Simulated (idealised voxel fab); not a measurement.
Process module name: voxel gate over fins
Each square cell in cross-section cut measures 5 nm, and the section as a whole is 265 nm wide.
A cross-section in this document is a grid of square cells, and it is written down as bands, the top band listed before the ones below it; a band is made up of one or more rows of cells. In this notation a band is specified by the heights of its top and bottom, in that order and in nm, after which its materials appear from left to right, each paired with its width in nm. The word "full width" attached to a single material means that material fills the band from edge to edge; the word "blank" stands for empty space. Below 0: as-received wafer, all one material; heights counted from there. Lowest band: no bottom, goes on down, written "from 0 down". With a width like "30 to 40", each row of cells in the band differs from the next by the same amount, the top row carrying the first number and the bottom row the second. Any step labelled "remained unchanged" changed none of the cells in the cross-section. Enclosed voids (no open way to top), threshold 8 cells or more, entry "Closed void register", notation width x height at distance, distance from left edge, nm. That trailing text on a step's line, after the settings, is the simulator's own remark on the step. If you see "overlay nm" on a step's line and that step has a mask, it's telling you how far right of where it was planned the mask ended up; a negative number means it went left instead.
**The following list gives the planned process steps**
- 1: RECEIVE | material Si
- 2: CONFORMAL_DEP | material SiN | thk nm 5
- 3: DIRECTIONAL_DEP | material aC | thk nm 15
- 4: PATTERN | tone cover | mask id FINS | material resist | width nm 15 | pitch nm 40 | thk nm 35 | overlay nm 0
- 5: DIRECTIONAL_ETCH | etch materials aC | depth nm 15
- 6: STRIP | etch materials resist
- 7: DIRECTIONAL_ETCH | etch materials SiN | depth nm 5
- 8: DIRECTIONAL_ETCH | etch materials Si | depth nm 40
- 9: STRIP | etch materials aC
- 10: FILL_DEP | material SiO2 | thk nm 10
- 11: CMP | height nm 5
- 12: SELECTIVE_ETCH | etch materials SiO2 | depth nm 15
- 13: STRIP | etch materials SiN
- 14: CONFORMAL_DEP | material HfO2 | thk nm 5
- 15: CONFORMAL_DEP | material TiN | thk nm 5
- 16: FILL_DEP | material W | thk nm 15
- 17: CMP | height nm 20
- 18: CONFORMAL_DEP | material SiCN | thk nm 5
**Of two wafers, the first: run according to plan**
**Here's what the wafer looked like in cross-section when it arrived - that's after step 1**
	from 0 down  Si full width
	Closed void register: none
**Cross-section of the wafer subsequent to step 2**
	from 5 to 0  SiN full width
	Under 0: no change, same as before.
**Cross-section of the wafer subsequent to step 3**
	from 20 to 5  aC full width
	Under 5: no change, same as before.
**Cross-section of the wafer subsequent to step 4**
	from 55 to 20  blank 105 | resist 15 | blank 25 | resist 15 | blank 105
	Under 20: no change, same as before.
**Cross-section of the wafer subsequent to step 5**
	from 40 to 20  blank 105 | resist 15 | blank 25 | resist 15 | blank 105
	from 20 to 5  blank 105 | aC 15 | blank 25 | aC 15 | blank 105
	Under 5: no change, same as before.
**Cross-section of the wafer subsequent to step 6**
	from 20 to 5  blank 105 | aC 15 | blank 25 | aC 15 | blank 105
	Under 5: no change, same as before.
**Cross-section of the wafer subsequent to step 7**
	from 20 to 5  blank 105 | aC 15 | blank 25 | aC 15 | blank 105
	from 5 to 0  blank 105 | SiN 15 | blank 25 | SiN 15 | blank 105
	Under 0: no change, same as before.
**Cross-section of the wafer subsequent to step 8**
	from 20 to 5  blank 105 | aC 15 | blank 25 | aC 15 | blank 105
	from 5 to 0  blank 105 | SiN 15 | blank 25 | SiN 15 | blank 105
	from 0 to -40  blank 105 | Si 15 | blank 25 | Si 15 | blank 105
	Under -40: no change, same as before.
**Cross-section of the wafer subsequent to step 9**
	from 5 to 0  blank 105 | SiN 15 | blank 25 | SiN 15 | blank 105
	Under 0: no change, same as before.
**Cross-section of the wafer subsequent to step 10**
	from 15 to 5  SiO2 full width
	from 5 to 0  SiO2 105 | SiN 15 | SiO2 25 | SiN 15 | SiO2 105
	from 0 to -40  SiO2 105 | Si 15 | SiO2 25 | Si 15 | SiO2 105
	Under -40: no change, same as before.
**Cross-section of the wafer subsequent to step 11**
	from 5 to 0  SiO2 105 | SiN 15 | SiO2 25 | SiN 15 | SiO2 105
	Under 0: no change, same as before.
**Cross-section of the wafer subsequent to step 12**
	from 5 to 0  blank 105 | SiN 15 | blank 25 | SiN 15 | blank 105
	from 0 to -10  blank 105 | Si 15 | blank 25 | Si 15 | blank 105
	Under -10: no change, same as before.
**Cross-section of the wafer subsequent to step 13**
	from 0 to -10  blank 105 | Si 15 | blank 25 | Si 15 | blank 105
	Under -10: no change, same as before.
**Cross-section of the wafer subsequent to step 14**
	from 5 to 0  blank 100 | HfO2 25 | blank 15 | HfO2 25 | blank 100
	from 0 to -5  blank 100 | HfO2 5 | Si 15 | HfO2 5 | blank 15 | HfO2 5 | Si 15 | HfO2 5 | blank 100
	from -5 to -10  HfO2 105 | Si 15 | HfO2 25 | Si 15 | HfO2 105
	Under -10: no change, same as before.
**Cross-section of the wafer subsequent to step 15**
	from 10 to 5  blank 95 | TiN 35 | blank 5 | TiN 35 | blank 95
	from 5 to 0  blank 95 | TiN 5 | HfO2 25 | TiN 5 | blank 5 | TiN 5 | HfO2 25 | TiN 5 | blank 95
	from 0 to -5  TiN 100 | HfO2 5 | Si 15 | HfO2 5 | TiN 15 | HfO2 5 | Si 15 | HfO2 5 | TiN 100
	Under -5: no change, same as before.
**Cross-section of the wafer subsequent to step 16**
	from 25 to 10  W full width
	from 10 to 5  W 95 | TiN 35 | W 5 | TiN 35 | W 95
	from 5 to 0  W 95 | TiN 5 | HfO2 25 | TiN 5 | W 5 | TiN 5 | HfO2 25 | TiN 5 | W 95
	Under 0: no change, same as before.
**Cross-section of the wafer subsequent to step 17**
	from 20 to 10  W full width
	Under 10: no change, same as before.
**Cross-section of the wafer subsequent to step 18**
	from 25 to 20  SiCN full width
	Under 20: no change, same as before.
**Wafer two of the pair: same origin, same plan, one error during the run; identical to wafer one up to and including step 3**
**Second wafer at the planned finish of step 4, seen in cross-section**
	from 55 to 20  blank 105 | resist 20 | blank 20 | resist 20 | blank 100
	Under 20: no change, same as before.
**Second wafer at the planned finish of step 5, seen in cross-section**
	from 40 to 20  blank 105 | resist 20 | blank 20 | resist 20 | blank 100
	from 20 to 5  blank 105 | aC 20 | blank 20 | aC 20 | blank 100
	Under 5: no change, same as before.
**Second wafer at the planned finish of step 6, seen in cross-section**
	from 20 to 5  blank 105 | aC 20 | blank 20 | aC 20 | blank 100
	Under 5: no change, same as before.
**Second wafer at the planned finish of step 7, seen in cross-section**
	from 20 to 5  blank 105 | aC 20 | blank 20 | aC 20 | blank 100
	from 5 to 0  blank 105 | SiN 20 | blank 20 | SiN 20 | blank 100
	Under 0: no change, same as before.
**Second wafer at the planned finish of step 8, seen in cross-section**
	from 20 to 5  blank 105 | aC 20 | blank 20 | aC 20 | blank 100
	from 5 to 0  blank 105 | SiN 20 | blank 20 | SiN 20 | blank 100
	from 0 to -40  blank 105 | Si 20 | blank 20 | Si 20 | blank 100
	Under -40: no change, same as before.
**Second wafer at the planned finish of step 9, seen in cross-section**
	from 5 to 0  blank 105 | SiN 20 | blank 20 | SiN 20 | blank 100
	Under 0: no change, same as before.
**Second wafer at the planned finish of step 10, seen in cross-section**
	from 15 to 5  SiO2 full width
	from 5 to 0  SiO2 105 | SiN 20 | SiO2 20 | SiN 20 | SiO2 100
	from 0 to -40  SiO2 105 | Si 20 | SiO2 20 | Si 20 | SiO2 100
	Under -40: no change, same as before.
**Second wafer at the planned finish of step 11, seen in cross-section**
	from 5 to 0  SiO2 105 | SiN 20 | SiO2 20 | SiN 20 | SiO2 100
	Under 0: no change, same as before.
**Second wafer at the planned finish of step 12, seen in cross-section**
	from 5 to 0  blank 105 | SiN 20 | blank 20 | SiN 20 | blank 100
	from 0 to -10  blank 105 | Si 20 | blank 20 | Si 20 | blank 100
	Under -10: no change, same as before.
**Second wafer at the planned finish of step 13, seen in cross-section**
	from 0 to -10  blank 105 | Si 20 | blank 20 | Si 20 | blank 100
	Under -10: no change, same as before.
**Second wafer at the planned finish of step 14, seen in cross-section**
	from 5 to 0  blank 100 | HfO2 30 | blank 10 | HfO2 30 | blank 95
	from 0 to -5  blank 100 | HfO2 5 | Si 20 | HfO2 5 | blank 10 | HfO2 5 | Si 20 | HfO2 5 | blank 95
	from -5 to -10  HfO2 105 | Si 20 | HfO2 20 | Si 20 | HfO2 100
	Under -10: no change, same as before.
**Second wafer at the planned finish of step 15, seen in cross-section**
	from 10 to 5  blank 95 | TiN 80 | blank 90
	from 5 to 0  blank 95 | TiN 5 | HfO2 30 | TiN 10 | HfO2 30 | TiN 5 | blank 90
	from 0 to -5  TiN 100 | HfO2 5 | Si 20 | HfO2 5 | TiN 10 | HfO2 5 | Si 20 | HfO2 5 | TiN 95
	Under -5: no change, same as before.
**Second wafer at the planned finish of step 16, seen in cross-section**
	from 25 to 10  W full width
	from 10 to 5  W 95 | TiN 80 | W 90
	from 5 to 0  W 95 | TiN 5 | HfO2 30 | TiN 10 | HfO2 30 | TiN 5 | W 90
	Under 0: no change, same as before.
**Second wafer at the planned finish of step 17, seen in cross-section**
	from 20 to 10  W full width
	Under 10: no change, same as before.
**Second wafer at the planned finish of step 18, seen in cross-section**
	from 25 to 20  SiCN full width
	Under 20: no change, same as before.
It is concluded that the wafer was processed incorrectly with respect to the plan, in that contrary to plan, step 4 was performed as PATTERN | tone cover | mask id FINS | material resist | width nm 20 | pitch nm 40 | thk nm 35 | overlay nm 0
The closing comparison, in cells, has the second wafer with more or fewer of some materials than the first: 16 more of Si; 12 fewer of SiO2; 4 fewer of W
